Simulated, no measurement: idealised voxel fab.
Process module under the name voxel fin reveal
We display cut, a cross-section 210 nm in width whose square cells are each 5 nm.
Cross-section layout: square cells on a grid; listed as bands, top to bottom; a band spans one or more cell rows. Each band's line starts with the height of the band's top and of its bottom, in nm. Then come its materials from left to right, each with its width in nm. One material with "all across" fills the band from edge to edge. "empty" is empty space. Convention: height 0 is the level below which the wafer, as received, is all one material. The lowest band does not terminate at the bottom but continues downward, represented as "0 nm and below". Per-row width for "30->40": begins at first number (top row of band), ends at second number (bottom row), increment between rows held constant. The designation "left unchanged", where it is given for a processing step, indicates that no cell of the cross-section was altered in the course of that step. In "Catalogued sealed voids" the enclosed voids are listed, meaning empty spaces of 8 cells or larger without any opening to the top. The form is width x height at distance, distance from the left edge, units nm. Step line, after settings: the simulator's comment on this step. overlay nm: how far to the right of its planned place the mask lay on this masked step (negative: to the left).

Here's what the planned process steps look like
1,RECEIVE, material Si
2,CONFORMAL_DEP, material SiN, thk nm 10
3,MASKED_ETCH, tone cover, mask id FINS, width nm 15, pitch nm 40, etch materials SiN, depth nm 10, overlay nm 0
4,MASKED_ETCH, tone cover, mask id FINS, width nm 15, pitch nm 40, etch materials Si, depth nm 40, overlay nm 0
5,FILL_DEP, material SiO2, thk nm 10
6,CMP, height nm 10
7,SELECTIVE_ETCH, etch materials SiO2, depth nm 35
8,STRIP, etch materials SiN

Cross-section of the wafer as it came to us, i.e., already through step 1
- 0 nm and below: Si all across
- Catalogued sealed voids: none

Looking at the first of two wafers in cross-section at end of module - ran to plan
- 0 nm to -25 nm: empty 75 nm; Si 15 nm; empty 25 nm; Si 15 nm; empty 80 nm
- -25 nm to -40 nm: SiO2 75 nm; Si 15 nm; SiO2 25 nm; Si 15 nm; SiO2 80 nm
- -40 nm and below: Si all across
- Catalogued sealed voids: none

Second wafer cross-section at end of module - shared start and plan with the first, one mistake in the run
- 0 nm to -25 nm: empty 75 nm; Si 15 nm; empty 25 nm; Si 15 nm; empty 80 nm
- -25 nm to -35 nm: SiO2 40 nm; empty 35 nm; Si 15 nm; empty 25 nm; Si 15 nm; empty 35 nm; SiO2 45 nm
- -35 nm to -40 nm: SiO2 75 nm; Si 15 nm; SiO2 25 nm; Si 15 nm; SiO2 80 nm
- -40 nm and below: Si all across
- Catalogued sealed voids: none
Diagnosis: so 7 and 8 got swapped relative to the plan, each ran where the other was supposed to
Materials where the second wafer ends with more or fewer cells than the first: SiO2 -38
